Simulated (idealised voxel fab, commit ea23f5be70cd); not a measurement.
process module | voxel tone inversion
Each square cell in cross-section cut measures 5 nm, and the section as a whole is 160 nm wide.
Heads up, the way a cross-section reads in here is a grid of square cells, handed over as bands from the top down, with every band being one or more rows of cells.
What a band's entry tells you: where the top is and where the bottom is, as heights in nm, and after that what lies inside, material by material from left to right, each with its width in nm. Empty space is written as the word "air", and a single material marked with the word "all across" occupies the band from edge to edge.
The level at which height equals 0 is the one under which the wafer, as it arrives, is entirely one material. No lower edge exists for the bottom band, which continues downward and is notated as in "from 0 down".
Width "30 to 40": first value at the band's top row of cells, second value at its bottom row, equal change from row to row.
Any step labelled "everything unchanged" changed none of the cells in the cross-section.
Look at "Voids, enclosed" for the closed voids: empty spaces with no open path to the top, sized 8 cells or up. Each is width x height at distance, distance from the left edge, all nm.
What comes after the settings on a step's line is commentary from the simulator itself on that step.
overlay nm: right-of-plan distance of the mask on a masked step; negative values mean left-of-plan.

The steps planned for the process are as follows
- 1: op RECEIVE | material Si
- 2: op CONFORMAL_DEP | material SiCN | thk nm 5
- 3: op DIRECTIONAL_DEP | material polySi | thk nm 15
- 4: op PATTERN | tone cover | mask id POSTS | material resist | width nm 25 | pitch nm 50 | thk nm 35 | overlay nm 0
- 5: op DIRECTIONAL_ETCH | etch materials polySi | depth nm 25
- 6: op STRIP | etch materials resist
- 7: op FILL_DEP | material SiO2 | thk nm 10
- 8: op CMP | height nm 30
- 9: op STRIP | etch materials polySi
Same starting wafers, different thk nm at step 3. Plan value belongs to the first wafer.

As-received state after step 1, first of several wafers, cross-section
* from 0 down: Si all across
* Voids, enclosed: none

After the module's final step, step 9: the first of several wafers in cross-section
* from 30 to 20: SiO2 all across
* from 20 to 5: SiO2=40 / polySi=25 / SiO2=25 / polySi=25 / SiO2=45
* from 5 to 0: SiCN all across
* from 0 down: Si all across
* Voids, enclosed: none

last wafer at the end
* from 5 to 0: SiCN all across
* from 0 down: Si all across
* Voids, enclosed: none

The rows of the table below are wafers. Looking at the end of the module, a row counts, for every material, the cells the wafer has gained, shown as (+), or lost, shown as (-), since it was received; its closed voids come next
thk nm 15 | +32 SiCN | +130 SiO2 | +30 polySi | Voids, enclosed: none
thk nm 20 | +32 SiCN | +120 SiO2 | +40 polySi | Voids, enclosed: none
thk nm 25 | +32 SiCN | +110 SiO2 | Voids, enclosed: none
thk nm 30 | +32 SiCN | Voids, enclosed: none
thk nm 35 | +32 SiCN | Voids, enclosed: none
thk nm 40 | +32 SiCN | Voids, enclosed: none
